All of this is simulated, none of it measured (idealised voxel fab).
voxel self aligned vias: a process module
The width of the displayed cross-section, cut, is 265 nm; its cells are square, with a size of 5 nm.
If you're reading a cross-section in this doc, picture square cells in a grid; it comes to you as bands, top ones listed first down to the bottom, and a band can be one or more rows of cells. Heights first: top, then bottom, in nm. Then materials, left to right, each with a width in nm. "edge to edge" on a single material: fills the band edge to edge. "air": empty space. Where do heights start? At 0: under that level the wafer as delivered is made of one material only. And the lowest band has no floor; it just carries on downward, as in "0 -> down". So if you see something like "30..40" for the width, read it as the top row of the band sitting at the first number and the bottom row at the second, with every row in between moving by the same amount as the last. "nothing altered" -> step changed no cross-section cell. The entry titled "Fully sealed voids" provides the empty spaces that have no open way to the top, restricted to those of 8 cells or more. Each is presented as width x height at distance, the distance being measured from the left edge, with all three in nm. On each step's line, the part that comes after the settings is the simulator's own comment on the step. overlay nm: mask offset rightward from planned place, masked step; negative means leftward offset.
Steps in the process plan:
1: RECEIVE [material Si]
2: CONFORMAL_DEP [material SiO2] [thk nm 15]
3: CONFORMAL_DEP [material SiCN] [thk nm 5]
4: DIRECTIONAL_DEP [material lowk] [thk nm 30]
5: PATTERN [tone open] [mask id LINES] [material resist] [width nm 20] [pitch nm 65] [thk nm 20] [overlay nm 0]
6: DIRECTIONAL_ETCH [etch materials lowk] [depth nm 30]
7: STRIP [etch materials resist]
8: CONFORMAL_DEP [material TiN] [thk nm 5]
9: FILL_DEP [material W] [thk nm 5]
10: CMP [height nm 50]
11: SELECTIVE_ETCH [etch materials W Ru TiN] [depth nm 5]
12: FILL_DEP [material SiN] [thk nm 10]
13: CMP [height nm 50]
14: DIRECTIONAL_DEP [material lowk] [thk nm 20]
15: DIRECTIONAL_DEP [material aC] [thk nm 10]
16: PATTERN [tone open] [mask id VIAS] [material resist] [width nm 30] [pitch nm 65] [thk nm 30] [overlay nm 0]
17: DIRECTIONAL_ETCH [etch materials aC] [depth nm 10]
18: STRIP [etch materials resist]
19: DIRECTIONAL_ETCH [etch materials lowk] [depth nm 20]
20: DIRECTIONAL_ETCH [etch materials SiN] [depth nm 5]
21: STRIP [etch materials aC]
22: CONFORMAL_DEP [material TiN] [thk nm 5]
23: FILL_DEP [material W] [thk nm 5]
24: CMP [height nm 70]
25: CONFORMAL_DEP [material SiCN] [thk nm 5]
The wafers are alike at the start. At step 16, their width nm differs. The plan lists the first wafer's value.
After step 1, as received: first of several wafers, cross-section:
* 0 -> down | Si edge to edge
* Fully sealed voids: none
The cross-section of the first of several wafers is given below for the end of the module, after its final step, step 25:
* 75 -> 70 | SiCN edge to edge
* 70 -> 55 | 85 nm lowk / 5 nm TiN / 20 nm W / 5 nm TiN / 35 nm lowk / 5 nm TiN / 20 nm W / 5 nm TiN / 85 nm lowk
* 55 -> 50 | 85 nm lowk / 10 nm TiN / 10 nm W / 10 nm TiN / 35 nm lowk / 10 nm TiN / 10 nm W / 10 nm TiN / 85 nm lowk
* 50 -> 45 | 90 nm lowk / 20 nm TiN / 45 nm lowk / 20 nm TiN / 90 nm lowk
* 45 -> 25 | 90 nm lowk / 5 nm TiN / 10 nm W / 5 nm TiN / 45 nm lowk / 5 nm TiN / 10 nm W / 5 nm TiN / 90 nm lowk
* 25 -> 20 | 90 nm lowk / 20 nm TiN / 45 nm lowk / 20 nm TiN / 90 nm lowk
* 20 -> 15 | SiCN edge to edge
* 15 -> 0 | SiO2 edge to edge
* 0 -> down | Si edge to edge
* Fully sealed voids: none
So this is the cross-section on the last wafer at the end of the module:
* 75 -> 70 | SiCN edge to edge
* 70 -> 55 | 75 nm lowk / 5 nm TiN / 40 nm W / 5 nm TiN / 15 nm lowk / 5 nm TiN / 40 nm W / 5 nm TiN / 75 nm lowk
* 55 -> 50 | 75 nm lowk / 20 nm TiN / 10 nm W / 20 nm TiN / 15 nm lowk / 20 nm TiN / 10 nm W / 20 nm TiN / 75 nm lowk
* 50 -> 45 | 90 nm lowk / 20 nm TiN / 45 nm lowk / 20 nm TiN / 90 nm lowk
* 45 -> 25 | 90 nm lowk / 5 nm TiN / 10 nm W / 5 nm TiN / 45 nm lowk / 5 nm TiN / 10 nm W / 5 nm TiN / 90 nm lowk
* 25 -> 20 | 90 nm lowk / 20 nm TiN / 45 nm lowk / 20 nm TiN / 90 nm lowk
* 20 -> 15 | SiCN edge to edge
* 15 -> 0 | SiO2 edge to edge
* 0 -> down | Si edge to edge
* Fully sealed voids: none
The table below has one row for each wafer; a row shows, as of the end of the module, how many cells of each material the wafer has gained, marked (+), or lost, marked (-), since it was received, and then the wafer's closed voids:
width nm 30; +106 SiCN; +159 SiO2; +52 TiN; +44 W; +434 lowk; Fully sealed voids: none
width nm 35; +106 SiCN; +159 SiO2; +54 TiN; +50 W; +426 lowk; Fully sealed voids: none
width nm 40; +106 SiCN; +159 SiO2; +56 TiN; +56 W; +418 lowk; Fully sealed voids: none
width nm 45; +106 SiCN; +159 SiO2; +58 TiN; +62 W; +410 lowk; Fully sealed voids: none
width nm 50; +106 SiCN; +159 SiO2; +60 TiN; +68 W; +402 lowk; Fully sealed voids: none
